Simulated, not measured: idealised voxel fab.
The following process module bears the name voxel capacitor over wiring.
Cross-sectional view cut (width: 200 nm; square cell size: 5 nm).
Cross-section = grid of square cells, listed top down in bands; band = one or more rows. Each band's line starts with the height of the band's top and of its bottom, in nm. Then come its materials from left to right, each with its width in nm. One material with "edge to edge" fills the band from edge to edge. "blank" is empty space. Below 0: as-received wafer, all one material; heights counted from there. Lowest band: no bottom, goes on down, written "0..down". It should be noted that a width expressed as "30->40" varies in equal increments from row to row of cells within the band, taking the value of the first number at the top row and that of the second number at the bottom row. When a step is marked "remained the same", none of the cells in the cross-section changed during that step. Entry "Sealed voids". Content: empty spaces with no open connection to the top, size 8 cells or greater. Each: width x height at distance. Distance: from left edge. Unit: nm. after a step's settings: what the simulator itself notes on the step. overlay nm: right-of-plan distance of the mask on a masked step; negative values mean left-of-plan.

The planned process steps are enumerated hereunder:
step 1: RECEIVE with material Si
step 2: CONFORMAL_DEP with material SiO2, thk nm 15
step 3: CONFORMAL_DEP with material SiCN, thk nm 5
step 4: DIRECTIONAL_DEP with material SiO2, thk nm 20
step 5: DIRECTIONAL_DEP with material aC, thk nm 15
step 6: PATTERN with tone open, mask id METAL_1, material resist, width nm 25, pitch nm 90, thk nm 35, overlay nm 0
step 7: DIRECTIONAL_ETCH with etch materials aC, depth nm 15
step 8: STRIP with etch materials resist
step 9: DIRECTIONAL_ETCH with etch materials SiO2, depth nm 20
step 10: DIRECTIONAL_ETCH with etch materials SiCN, depth nm 5
step 11: STRIP with etch materials aC
step 12: CONFORMAL_DEP with material TiN, thk nm 5
step 13: FILL_DEP with material Cu, thk nm 10
step 14: CMP with height nm 40
step 15: EPI with material Ru, thk nm 5
step 16: FILL_DEP with material SiCN, thk nm 5
step 17: DIRECTIONAL_DEP with material lowk, thk nm 10
step 18: PATTERN with tone open, mask id PLUG_1, material resist, width nm 15, thk nm 20, overlay nm 0
step 19: DIRECTIONAL_ETCH with etch materials lowk, depth nm 10
step 20: DIRECTIONAL_ETCH with etch materials SiCN, depth nm 5
step 21: STRIP with etch materials resist
step 22: EPI with material Ru, thk nm 10
step 23: EPI with material Ru, thk nm 5
step 24: DIRECTIONAL_DEP with material TiN, thk nm 10
step 25: DIRECTIONAL_DEP with material HfO2, thk nm 5
step 26: DIRECTIONAL_DEP with material TiN, thk nm 5
step 27: DIRECTIONAL_DEP with material aC, thk nm 10
step 28: PATTERN with tone cover, mask id UPPER_PLATE, material resist, width nm 70, thk nm 25, overlay nm 0
step 29: DIRECTIONAL_ETCH with etch materials aC, depth nm 10
step 30: STRIP with etch materials resist
step 31: DIRECTIONAL_ETCH with etch materials TiN, depth nm 5
step 32: DIRECTIONAL_ETCH with etch materials HfO2, depth nm 5
step 33: STRIP with etch materials aC
step 34: PATTERN with tone cover, mask id LOWER_PLATE, material resist, width nm 80, thk nm 15, overlay nm 0
step 35: DIRECTIONAL_ETCH with etch materials TiN, depth nm 10
step 36: STRIP with etch materials resist
step 37: FILL_DEP with material SiO2, thk nm 20
step 38: CMP with height nm 95
step 39: DIRECTIONAL_DEP with material aC, thk nm 15
step 40: PATTERN with tone open, mask id PLUG_2, material resist, width nm 15, thk nm 30, overlay nm 0
step 41: DIRECTIONAL_ETCH with etch materials aC, depth nm 15
step 42: STRIP with etch materials resist
step 43: DIRECTIONAL_ETCH with etch materials SiO2, depth nm 15
step 44: STRIP with etch materials aC
step 45: CONFORMAL_DEP with material TiN, thk nm 5
step 46: FILL_DEP with material Ru, thk nm 5
step 47: CMP with height nm 95
step 48: CONFORMAL_DEP with material SiCN, thk nm 5

Shown in cross-section is the wafer as received, that is, as it stands after step 1:
* 0..down = Si edge to edge
* Sealed voids: none

first wafer at the end, as planned:
* 100..95 = SiCN edge to edge
* 95..85 = 60 SiO2 | 5 TiN | 5 Ru | 5 TiN | 125 SiO2
* 85..75 = 60->50 SiO2 | 15->70 TiN | 125->80 SiO2
* 75..70 = 50 SiO2 | 70 HfO2 | 80 SiO2
* 70..60 = 45 SiO2 | 80 TiN | 75 SiO2
* 60..50 = 50 lowk | 15 Ru | 135 lowk
* 50..45 = 50 SiCN | 15 Ru | 135 SiCN
* 45..40 = 35 SiCN | 35 Ru | 55 SiCN | 35 Ru | 40 SiCN
* 40..20 = 40 SiO2 | 5 TiN | 15 Cu | 5 TiN | 65 SiO2 | 5 TiN | 15 Cu | 5 TiN | 45 SiO2
* 20..15 = 40 SiCN | 25 TiN | 65 SiCN | 25 TiN | 45 SiCN
* 15..0 = SiO2 edge to edge
* 0..down = Si edge to edge
* Sealed voids: none

Wafer two, end of module, cross-section. Same start, same plan as wafer one. One mistake in the run:
* 100..95 = SiCN edge to edge
* 95..85 = 60 SiO2 | 5 TiN | 5 Ru | 5 TiN | 125 SiO2
* 85..75 = 60->50 SiO2 | 15->70 TiN | 125->80 SiO2
* 75..70 = 50 SiO2 | 70 HfO2 | 80 SiO2
* 70..60 = 45 SiO2 | 80 TiN | 75 SiO2
* 60..50 = 50 lowk | 15 Ru | 135 lowk
* 50..45 = 50 SiCN | 15 Ru | 135 SiCN
* 45..40 = 40 SiCN | 30 Ru | 60 SiCN | 30 Ru | 40 SiCN
* 40..20 = 45 SiO2 | 5 TiN | 10 Cu | 5 TiN | 70 SiO2 | 5 TiN | 10 Cu | 5 TiN | 45 SiO2
* 20..15 = 45 SiCN | 20 TiN | 70 SiCN | 20 TiN | 45 SiCN
* 15..0 = SiO2 edge to edge
* 0..down = Si edge to edge
* Sealed voids: none
Deviation noted in wafer processing: in deviation from the planned setting, step 6 was conducted as PATTERN with tone open, mask id METAL_1, material resist, width nm 20, pitch nm 90, thk nm 35, overlay nm 0
In the final state, the cell counts of the second wafer exceed or fall short of those of the first for the following materials: 8 fewer of Cu; 2 fewer of Ru; 4 more of SiCN; 8 more of SiO2; 2 fewer of TiN
